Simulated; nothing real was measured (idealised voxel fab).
voxel wiring stack: a process module
The cross-section shown here is cut; it is 200 nm wide and divided into square cells measuring 5 nm on a side.
For the purposes of this document, a cross-section shall be understood as a grid of square cells, specified as bands listed in top-to-bottom order, each band consisting of one or more rows of cells. Basically the band line says how high the top is and how high the bottom is, in nm, and then what's in it from left to right, every material with its width in nm. Empty space shows up as "air", and if a single material carries "full width" it runs the full band edge to edge. Heights are measured from 0, the level below which the as-received wafer is all one material; the lowest band has no bottom and continues downward, written as in "0 -> down". With a width like "30 to 40", each row of cells in the band differs from the next by the same amount, the top row carrying the first number and the bottom row the second. When a step is marked "stayed the same", none of the cells in the cross-section changed during that step. "Entrapped voids" - sealed voids, min. 8 cells, no opening to top; format: width x height at distance (distance from left edge; nm throughout). On each step's line, the part that comes after the settings is the simulator's own comment on the step. A step line may carry the setting "overlay nm", which, for steps involving a mask, states the distance by which the mask lay to the right of its intended position; negative values denote displacement to the left.

# The planned process steps are enumerated hereunder
| 1 | RECEIVE (material Si) |
| 2 | CONFORMAL_DEP (material SiO2; thk nm 15) |
| 3 | DIRECTIONAL_DEP (material TiN; thk nm 5) |
| 4 | DIRECTIONAL_DEP (material Ru; thk nm 15) |
| 5 | MASKED_ETCH (tone cover; mask id METAL_1; width nm 25; pitch nm 50; etch materials Ru; depth nm 15; overlay nm 0) |
| 6 | MASKED_ETCH (tone cover; mask id METAL_1; width nm 25; pitch nm 50; etch materials TiN; depth nm 5; overlay nm 0) |
| 7 | CONFORMAL_DEP (material SiCN; thk nm 5) |
| 8 | FILL_DEP (material SiO2; thk nm 5) |
| 9 | CMP (height nm 35) |
| 10 | CONFORMAL_DEP (material SiCN; thk nm 5) |
| 11 | DIRECTIONAL_DEP (material SiO2; thk nm 20) |
| 12 | DIRECTIONAL_DEP (material aC; thk nm 10) |
| 13 | PATTERN (tone open; mask id PLUG_1; material resist; width nm 15; pitch nm 50; thk nm 25; overlay nm 0) |
| 14 | DIRECTIONAL_ETCH (etch materials aC; depth nm 10) |
| 15 | STRIP (etch materials resist) |
| 16 | DIRECTIONAL_ETCH (etch materials SiO2; depth nm 20) |
| 17 | DIRECTIONAL_ETCH (etch materials SiCN; depth nm 5) |
| 18 | STRIP (etch materials aC) |
| 19 | EPI (material Ru; thk nm 10) |
| 20 | EPI (material Ru; thk nm 10) |
| 21 | EPI (material Ru; thk nm 5) |
| 22 | DIRECTIONAL_DEP (material TiN; thk nm 5) |
| 23 | DIRECTIONAL_DEP (material Ru; thk nm 20) |
| 24 | MASKED_ETCH (tone cover; mask id METAL_2; width nm 25; pitch nm 50; etch materials Ru; depth nm 20; overlay nm 0) |
| 25 | MASKED_ETCH (tone cover; mask id METAL_2; width nm 25; pitch nm 50; etch materials TiN; depth nm 5; overlay nm 0) |
| 26 | CONFORMAL_DEP (material SiN; thk nm 5) |
| 27 | FILL_DEP (material SiO2; thk nm 10) |
| 28 | CMP (height nm 85) |
| 29 | CONFORMAL_DEP (material SiCN; thk nm 5) |
| 30 | DIRECTIONAL_DEP (material lowk; thk nm 15) |
| 31 | PATTERN (tone open; mask id PLUG_2; material resist; width nm 15; thk nm 15; overlay nm 0) |
| 32 | DIRECTIONAL_ETCH (etch materials lowk; depth nm 15) |
| 33 | DIRECTIONAL_ETCH (etch materials SiCN; depth nm 5) |
| 34 | STRIP (etch materials resist) |
| 35 | CONFORMAL_DEP (material TiN; thk nm 5) |
| 36 | FILL_DEP (material Cu; thk nm 10) |
| 37 | CMP (height nm 105) |
| 38 | DIRECTIONAL_DEP (material TiN; thk nm 5) |
| 39 | DIRECTIONAL_DEP (material Ru; thk nm 15) |
| 40 | MASKED_ETCH (tone cover; mask id METAL_3; width nm 25; pitch nm 50; etch materials Ru; depth nm 15; overlay nm 0) |
| 41 | MASKED_ETCH (tone cover; mask id METAL_3; width nm 25; pitch nm 50; etch materials TiN; depth nm 5; overlay nm 0) |
| 42 | CONFORMAL_DEP (material SiCN; thk nm 5) |
| 43 | FILL_DEP (material lowk; thk nm 10) |
| 44 | CMP (height nm 125) |
| 45 | CONFORMAL_DEP (material SiCN; thk nm 5) |

# So, the first of our two wafers, run just as we planned it

# This is the cross-section of the wafer as we received it, i.e. after step 1
  0 -> down | Si full width
  Entrapped voids: none

# Wafer section view after processing step 2
  15 -> 0 | SiO2 full width
  Below a height of 0, the structure has not been altered.

# Wafer section view after processing step 3
  20 -> 15 | TiN full width
  Below a height of 15, the structure has not been altered.

# Wafer section view after processing step 4
  35 -> 20 | Ru full width
  Below a height of 20, the structure has not been altered.

# Wafer section view after processing step 5
  35 -> 20 | 60 of air / 25 of Ru / 25 of air / 25 of Ru / 65 of air
  Below a height of 20, the structure has not been altered.

# Wafer section view after processing step 6
  35 -> 20 | 60 of air / 25 of Ru / 25 of air / 25 of Ru / 65 of air
  20 -> 15 | 60 of air / 25 of TiN / 25 of air / 25 of TiN / 65 of air
  Below a height of 15, the structure has not been altered.

# Wafer section view after processing step 7
  40 -> 35 | 55 of air / 35 of SiCN / 15 of air / 35 of SiCN / 60 of air
  35 -> 20 | 55 of air / 5 of SiCN / 25 of Ru / 5 of SiCN / 15 of air / 5 of SiCN / 25 of Ru / 5 of SiCN / 60 of air
  20 -> 15 | 60 of SiCN / 25 of TiN / 25 of SiCN / 25 of TiN / 65 of SiCN
  Below a height of 15, the structure has not been altered.

# Wafer section view after processing step 8
  45 -> 40 | SiO2 full width
  40 -> 35 | 55 of SiO2 / 35 of SiCN / 15 of SiO2 / 35 of SiCN / 60 of SiO2
  35 -> 20 | 55 of SiO2 / 5 of SiCN / 25 of Ru / 5 of SiCN / 15 of SiO2 / 5 of SiCN / 25 of Ru / 5 of SiCN / 60 of SiO2
  Below a height of 20, the structure has not been altered.

# Wafer section view after processing step 9
  35 -> 20 | 55 of SiO2 / 5 of SiCN / 25 of Ru / 5 of SiCN / 15 of SiO2 / 5 of SiCN / 25 of Ru / 5 of SiCN / 60 of SiO2
  Below a height of 20, the structure has not been altered.

# Wafer section view after processing step 10
  40 -> 35 | SiCN full width
  Below a height of 35, the structure has not been altered.

# Wafer section view after processing step 11
  60 -> 40 | SiO2 full width
  Below a height of 40, the structure has not been altered.

# Wafer section view after processing step 12
  70 -> 60 | aC full width
  Below a height of 60, the structure has not been altered.

# Wafer section view after processing step 13
  95 -> 70 | 60 of resist / 15 of air / 35 of resist / 15 of air / 75 of resist
  Below a height of 70, the structure has not been altered.

# Wafer section view after processing step 14
  85 -> 70 | 60 of resist / 15 of air / 35 of resist / 15 of air / 75 of resist
  70 -> 60 | 60 of aC / 15 of air / 35 of aC / 15 of air / 75 of aC
  Below a height of 60, the structure has not been altered.

# Wafer section view after processing step 15
  70 -> 60 | 60 of aC / 15 of air / 35 of aC / 15 of air / 75 of aC
  Below a height of 60, the structure has not been altered.

# Wafer section view after processing step 16
  70 -> 60 | 60 of aC / 15 of air / 35 of aC / 15 of air / 75 of aC
  60 -> 40 | 60 of SiO2 / 15 of air / 35 of SiO2 / 15 of air / 75 of SiO2
  Below a height of 40, the structure has not been altered.

# Wafer section view after processing step 17
  70 -> 60 | 60 of aC / 15 of air / 35 of aC / 15 of air / 75 of aC
  60 -> 40 | 60 of SiO2 / 15 of air / 35 of SiO2 / 15 of air / 75 of SiO2
  40 -> 35 | 60 of SiCN / 15 of air / 35 of SiCN / 15 of air / 75 of SiCN
  Below a height of 35, the structure has not been altered.

# Wafer section view after processing step 18
  60 -> 40 | 60 of SiO2 / 15 of air / 35 of SiO2 / 15 of air / 75 of SiO2
  Below a height of 40, the structure has not been altered.

# Wafer section view after processing step 19
  60 -> 45 | 60 of SiO2 / 15 of air / 35 of SiO2 / 15 of air / 75 of SiO2
  45 -> 40 | 60 of SiO2 / 15 of Ru / 35 of SiO2 / 15 of Ru / 75 of SiO2
  40 -> 35 | 60 of SiCN / 15 of Ru / 35 of SiCN / 15 of Ru / 75 of SiCN
  Below a height of 35, the structure has not been altered.

# Wafer section view after processing step 20
  60 -> 55 | 60 of SiO2 / 15 of air / 35 of SiO2 / 15 of air / 75 of SiO2
  55 -> 40 | 60 of SiO2 / 15 of Ru / 35 of SiO2 / 15 of Ru / 75 of SiO2
  Below a height of 40, the structure has not been altered.

# Wafer section view after processing step 21
  60 -> 40 | 60 of SiO2 / 15 of Ru / 35 of SiO2 / 15 of Ru / 75 of SiO2
  Below a height of 40, the structure has not been altered.

# Wafer section view after processing step 22
  65 -> 60 | TiN full width
  Below a height of 60, the structure has not been altered.

# Wafer section view after processing step 23
  85 -> 65 | Ru full width
  Below a height of 65, the structure has not been altered.

# Wafer section view after processing step 24
  85 -> 65 | 60 of air / 25 of Ru / 25 of air / 25 of Ru / 65 of air
  Below a height of 65, the structure has not been altered.

# Wafer section view after processing step 25
  85 -> 65 | 60 of air / 25 of Ru / 25 of air / 25 of Ru / 65 of air
  65 -> 60 | 60 of air / 25 of TiN / 25 of air / 25 of TiN / 65 of air
  Below a height of 60, the structure has not been altered.

# Wafer section view after processing step 26
  90 -> 85 | 55 of air / 35 of SiN / 15 of air / 35 of SiN / 60 of air
  85 -> 65 | 55 of air / 5 of SiN / 25 of Ru / 5 of SiN / 15 of air / 5 of SiN / 25 of Ru / 5 of SiN / 60 of air
  65 -> 60 | 60 of SiN / 25 of TiN / 25 of SiN / 25 of TiN / 65 of SiN
  Below a height of 60, the structure has not been altered.

# Wafer section view after processing step 27
  100 -> 90 | SiO2 full width
  90 -> 85 | 55 of SiO2 / 35 of SiN / 15 of SiO2 / 35 of SiN / 60 of SiO2
  85 -> 65 | 55 of SiO2 / 5 of SiN / 25 of Ru / 5 of SiN / 15 of SiO2 / 5 of SiN / 25 of Ru / 5 of SiN / 60 of SiO2
  Below a height of 65, the structure has not been altered.

# Wafer section view after processing step 28
  85 -> 65 | 55 of SiO2 / 5 of SiN / 25 of Ru / 5 of SiN / 15 of SiO2 / 5 of SiN / 25 of Ru / 5 of SiN / 60 of SiO2
  Below a height of 65, the structure has not been altered.

# Wafer section view after processing step 29
  90 -> 85 | SiCN full width
  Below a height of 85, the structure has not been altered.

# Wafer section view after processing step 30
  105 -> 90 | lowk full width
  Below a height of 90, the structure has not been altered.

# Wafer section view after processing step 31
  120 -> 105 | 60 of resist / 15 of air / 125 of resist
  Below a height of 105, the structure has not been altered.

# Wafer section view after processing step 32
  120 -> 105 | 60 of resist / 15 of air / 125 of resist
  105 -> 90 | 60 of lowk / 15 of air / 125 of lowk
  Below a height of 90, the structure has not been altered.

# Wafer section view after processing step 33
  120 -> 105 | 60 of resist / 15 of air / 125 of resist
  105 -> 90 | 60 of lowk / 15 of air / 125 of lowk
  90 -> 85 | 60 of SiCN / 15 of air / 125 of SiCN
  Below a height of 85, the structure has not been altered.

# Wafer section view after processing step 34
  105 -> 90 | 60 of lowk / 15 of air / 125 of lowk
  Below a height of 90, the structure has not been altered.

# Wafer section view after processing step 35
  110 -> 105 | 65 of TiN / 5 of air / 130 of TiN
  105 -> 90 | 60 of lowk / 5 of TiN / 5 of air / 5 of TiN / 125 of lowk
  90 -> 85 | 60 of SiCN / 15 of TiN / 125 of SiCN
  Below a height of 85, the structure has not been altered.

# Wafer section view after processing step 36
  120 -> 110 | Cu full width
  110 -> 105 | 65 of TiN / 5 of Cu / 130 of TiN
  105 -> 90 | 60 of lowk / 5 of TiN / 5 of Cu / 5 of TiN / 125 of lowk
  Below a height of 90, the structure has not been altered.

# Wafer section view after processing step 37
  105 -> 90 | 60 of lowk / 5 of TiN / 5 of Cu / 5 of TiN / 125 of lowk
  Below a height of 90, the structure has not been altered.

# Wafer section view after processing step 38
  110 -> 105 | TiN full width
  Below a height of 105, the structure has not been altered.

# Wafer section view after processing step 39
  125 -> 110 | Ru full width
  Below a height of 110, the structure has not been altered.

# Wafer section view after processing step 40
  125 -> 110 | 60 of air / 25 of Ru / 25 of air / 25 of Ru / 65 of air
  Below a height of 110, the structure has not been altered.

# Wafer section view after processing step 41
  125 -> 110 | 60 of air / 25 of Ru / 25 of air / 25 of Ru / 65 of air
  110 -> 105 | 60 of air / 25 of TiN / 25 of air / 25 of TiN / 65 of air
  Below a height of 105, the structure has not been altered.

# Wafer section view after processing step 42
  130 -> 125 | 55 of air / 35 of SiCN / 15 of air / 35 of SiCN / 60 of air
  125 -> 110 | 55 of air / 5 of SiCN / 25 of Ru / 5 of SiCN / 15 of air / 5 of SiCN / 25 of Ru / 5 of SiCN / 60 of air
  110 -> 105 | 60 of SiCN / 25 of TiN / 25 of SiCN / 25 of TiN / 65 of SiCN
  Below a height of 105, the structure has not been altered.

# Wafer section view after processing step 43
  140 -> 130 | lowk full width
  130 -> 125 | 55 of lowk / 35 of SiCN / 15 of lowk / 35 of SiCN / 60 of lowk
  125 -> 110 | 55 of lowk / 5 of SiCN / 25 of Ru / 5 of SiCN / 15 of lowk / 5 of SiCN / 25 of Ru / 5 of SiCN / 60 of lowk
  Below a height of 110, the structure has not been altered.

# Wafer section view after processing step 44
  125 -> 110 | 55 of lowk / 5 of SiCN / 25 of Ru / 5 of SiCN / 15 of lowk / 5 of SiCN / 25 of Ru / 5 of SiCN / 60 of lowk
  Below a height of 110, the structure has not been altered.

# Wafer section view after processing step 45
  130 -> 125 | SiCN full width
  Below a height of 125, the structure has not been altered.

# For the second wafer, take the first wafer's start and plan, then add one mistake made in running it; everything through step 8, that step included, is shared with the first

# Cross-sectional view of the second wafer at the intended end time of process step 9
  30 -> 20 | 55 of SiO2 / 5 of SiCN / 25 of Ru / 5 of SiCN / 15 of SiO2 / 5 of SiCN / 25 of Ru / 5 of SiCN / 60 of SiO2
  Below a height of 20, the structure has not been altered.

# Cross-sectional view of the second wafer at the intended end time of process step 10
  35 -> 30 | SiCN full width
  Below a height of 30, the structure has not been altered.

# Cross-sectional view of the second wafer at the intended end time of process step 11
  55 -> 35 | SiO2 full width
  Below a height of 35, the structure has not been altered.

# Cross-sectional view of the second wafer at the intended end time of process step 12
  65 -> 55 | aC full width
  Below a height of 55, the structure has not been altered.

# Cross-sectional view of the second wafer at the intended end time of process step 13
  90 -> 65 | 60 of resist / 15 of air / 35 of resist / 15 of air / 75 of resist
  Below a height of 65, the structure has not been altered.

# Cross-sectional view of the second wafer at the intended end time of process step 14
  80 -> 65 | 60 of resist / 15 of air / 35 of resist / 15 of air / 75 of resist
  65 -> 55 | 60 of aC / 15 of air / 35 of aC / 15 of air / 75 of aC
  Below a height of 55, the structure has not been altered.

# Cross-sectional view of the second wafer at the intended end time of process step 15
  65 -> 55 | 60 of aC / 15 of air / 35 of aC / 15 of air / 75 of aC
  Below a height of 55, the structure has not been altered.

# Cross-sectional view of the second wafer at the intended end time of process step 16
  65 -> 55 | 60 of aC / 15 of air / 35 of aC / 15 of air / 75 of aC
  55 -> 35 | 60 of SiO2 / 15 of air / 35 of SiO2 / 15 of air / 75 of SiO2
  Below a height of 35, the structure has not been altered.

# Cross-sectional view of the second wafer at the intended end time of process step 17
  65 -> 55 | 60 of aC / 15 of air / 35 of aC / 15 of air / 75 of aC
  55 -> 35 | 60 of SiO2 / 15 of air / 35 of SiO2 / 15 of air / 75 of SiO2
  35 -> 30 | 60 of SiCN / 15 of air / 35 of SiCN / 15 of air / 75 of SiCN
  Below a height of 30, the structure has not been altered.

# Cross-sectional view of the second wafer at the intended end time of process step 18
  55 -> 35 | 60 of SiO2 / 15 of air / 35 of SiO2 / 15 of air / 75 of SiO2
  Below a height of 35, the structure has not been altered.

# Cross-sectional view of the second wafer at the intended end time of process step 19
  55 -> 40 | 60 of SiO2 / 15 of air / 35 of SiO2 / 15 of air / 75 of SiO2
  40 -> 35 | 60 of SiO2 / 15 of Ru / 35 of SiO2 / 15 of Ru / 75 of SiO2
  35 -> 30 | 60 of SiCN / 15 of Ru / 35 of SiCN / 15 of Ru / 75 of SiCN
  Below a height of 30, the structure has not been altered.

# Cross-sectional view of the second wafer at the intended end time of process step 20
  55 -> 50 | 60 of SiO2 / 15 of air / 35 of SiO2 / 15 of air / 75 of SiO2
  50 -> 35 | 60 of SiO2 / 15 of Ru / 35 of SiO2 / 15 of Ru / 75 of SiO2
  Below a height of 35, the structure has not been altered.

# Cross-sectional view of the second wafer at the intended end time of process step 21
  55 -> 35 | 60 of SiO2 / 15 of Ru / 35 of SiO2 / 15 of Ru / 75 of SiO2
  Below a height of 35, the structure has not been altered.

# Cross-sectional view of the second wafer at the intended end time of process step 22
  60 -> 55 | TiN full width
  Below a height of 55, the structure has not been altered.

# Cross-sectional view of the second wafer at the intended end time of process step 23
  80 -> 60 | Ru full width
  Below a height of 60, the structure has not been altered.

# Cross-sectional view of the second wafer at the intended end time of process step 24
  80 -> 60 | 60 of air / 25 of Ru / 25 of air / 25 of Ru / 65 of air
  Below a height of 60, the structure has not been altered.

# Cross-sectional view of the second wafer at the intended end time of process step 25
  80 -> 60 | 60 of air / 25 of Ru / 25 of air / 25 of Ru / 65 of air
  60 -> 55 | 60 of air / 25 of TiN / 25 of air / 25 of TiN / 65 of air
  Below a height of 55, the structure has not been altered.

# Cross-sectional view of the second wafer at the intended end time of process step 26
  85 -> 80 | 55 of air / 35 of SiN / 15 of air / 35 of SiN / 60 of air
  80 -> 60 | 55 of air / 5 of SiN / 25 of Ru / 5 of SiN / 15 of air / 5 of SiN / 25 of Ru / 5 of SiN / 60 of air
  60 -> 55 | 60 of SiN / 25 of TiN / 25 of SiN / 25 of TiN / 65 of SiN
  Below a height of 55, the structure has not been altered.

# Cross-sectional view of the second wafer at the intended end time of process step 27
  95 -> 85 | SiO2 full width
  85 -> 80 | 55 of SiO2 / 35 of SiN / 15 of SiO2 / 35 of SiN / 60 of SiO2
  80 -> 60 | 55 of SiO2 / 5 of SiN / 25 of Ru / 5 of SiN / 15 of SiO2 / 5 of SiN / 25 of Ru / 5 of SiN / 60 of SiO2
  Below a height of 60, the structure has not been altered.

# Cross-sectional view of the second wafer at the intended end time of process step 28
  85 -> 80 | 55 of SiO2 / 35 of SiN / 15 of SiO2 / 35 of SiN / 60 of SiO2
  Below a height of 80, the structure has not been altered.

# Cross-sectional view of the second wafer at the intended end time of process step 29
  90 -> 85 | SiCN full width
  Below a height of 85, the structure has not been altered.

# Cross-sectional view of the second wafer at the intended end time of process step 30
  105 -> 90 | lowk full width
  Below a height of 90, the structure has not been altered.

# Cross-sectional view of the second wafer at the intended end time of process step 31
  120 -> 105 | 60 of resist / 15 of air / 125 of resist
  Below a height of 105, the structure has not been altered.

# Cross-sectional view of the second wafer at the intended end time of process step 32
  120 -> 105 | 60 of resist / 15 of air / 125 of resist
  105 -> 90 | 60 of lowk / 15 of air / 125 of lowk
  Below a height of 90, the structure has not been altered.

# Cross-sectional view of the second wafer at the intended end time of process step 33
  120 -> 105 | 60 of resist / 15 of air / 125 of resist
  105 -> 90 | 60 of lowk / 15 of air / 125 of lowk
  90 -> 85 | 60 of SiCN / 15 of air / 125 of SiCN
  Below a height of 85, the structure has not been altered.

# Cross-sectional view of the second wafer at the intended end time of process step 34
  105 -> 90 | 60 of lowk / 15 of air / 125 of lowk
  Below a height of 90, the structure has not been altered.

# Cross-sectional view of the second wafer at the intended end time of process step 35
  110 -> 105 | 65 of TiN / 5 of air / 130 of TiN
  105 -> 90 | 60 of lowk / 5 of TiN / 5 of air / 5 of TiN / 125 of lowk
  90 -> 85 | 60 of SiCN / 15 of TiN / 125 of SiCN
  Below a height of 85, the structure has not been altered.

# Cross-sectional view of the second wafer at the intended end time of process step 36
  120 -> 110 | Cu full width
  110 -> 105 | 65 of TiN / 5 of Cu / 130 of TiN
  105 -> 90 | 60 of lowk / 5 of TiN / 5 of Cu / 5 of TiN / 125 of lowk
  Below a height of 90, the structure has not been altered.

# Cross-sectional view of the second wafer at the intended end time of process step 37
  105 -> 90 | 60 of lowk / 5 of TiN / 5 of Cu / 5 of TiN / 125 of lowk
  Below a height of 90, the structure has not been altered.

# Cross-sectional view of the second wafer at the intended end time of process step 38
  110 -> 105 | TiN full width
  Below a height of 105, the structure has not been altered.

# Cross-sectional view of the second wafer at the intended end time of process step 39
  125 -> 110 | Ru full width
  Below a height of 110, the structure has not been altered.

# Cross-sectional view of the second wafer at the intended end time of process step 40
  125 -> 110 | 60 of air / 25 of Ru / 25 of air / 25 of Ru / 65 of air
  Below a height of 110, the structure has not been altered.

# Cross-sectional view of the second wafer at the intended end time of process step 41
  125 -> 110 | 60 of air / 25 of Ru / 25 of air / 25 of Ru / 65 of air
  110 -> 105 | 60 of air / 25 of TiN / 25 of air / 25 of TiN / 65 of air
  Below a height of 105, the structure has not been altered.

# Cross-sectional view of the second wafer at the intended end time of process step 42
  130 -> 125 | 55 of air / 35 of SiCN / 15 of air / 35 of SiCN / 60 of air
  125 -> 110 | 55 of air / 5 of SiCN / 25 of Ru / 5 of SiCN / 15 of air / 5 of SiCN / 25 of Ru / 5 of SiCN / 60 of air
  110 -> 105 | 60 of SiCN / 25 of TiN / 25 of SiCN / 25 of TiN / 65 of SiCN
  Below a height of 105, the structure has not been altered.

# Cross-sectional view of the second wafer at the intended end time of process step 43
  140 -> 130 | lowk full width
  130 -> 125 | 55 of lowk / 35 of SiCN / 15 of lowk / 35 of SiCN / 60 of lowk
  125 -> 110 | 55 of lowk / 5 of SiCN / 25 of Ru / 5 of SiCN / 15 of lowk / 5 of SiCN / 25 of Ru / 5 of SiCN / 60 of lowk
  Below a height of 110, the structure has not been altered.

# Cross-sectional view of the second wafer at the intended end time of process step 44
  125 -> 110 | 55 of lowk / 5 of SiCN / 25 of Ru / 5 of SiCN / 15 of lowk / 5 of SiCN / 25 of Ru / 5 of SiCN / 60 of lowk
  Below a height of 110, the structure has not been altered.

# Cross-sectional view of the second wafer at the intended end time of process step 45
  130 -> 125 | SiCN full width
  Below a height of 125, the structure has not been altered.
Deviation noted in wafer processing: for step 9, the planned setting was not used; the step was instead run as CMP (height nm 30)
At the finish, the second wafer shows more or fewer cells for some materials than the first does: Ru -10 | SiCN -4 | SiN +14
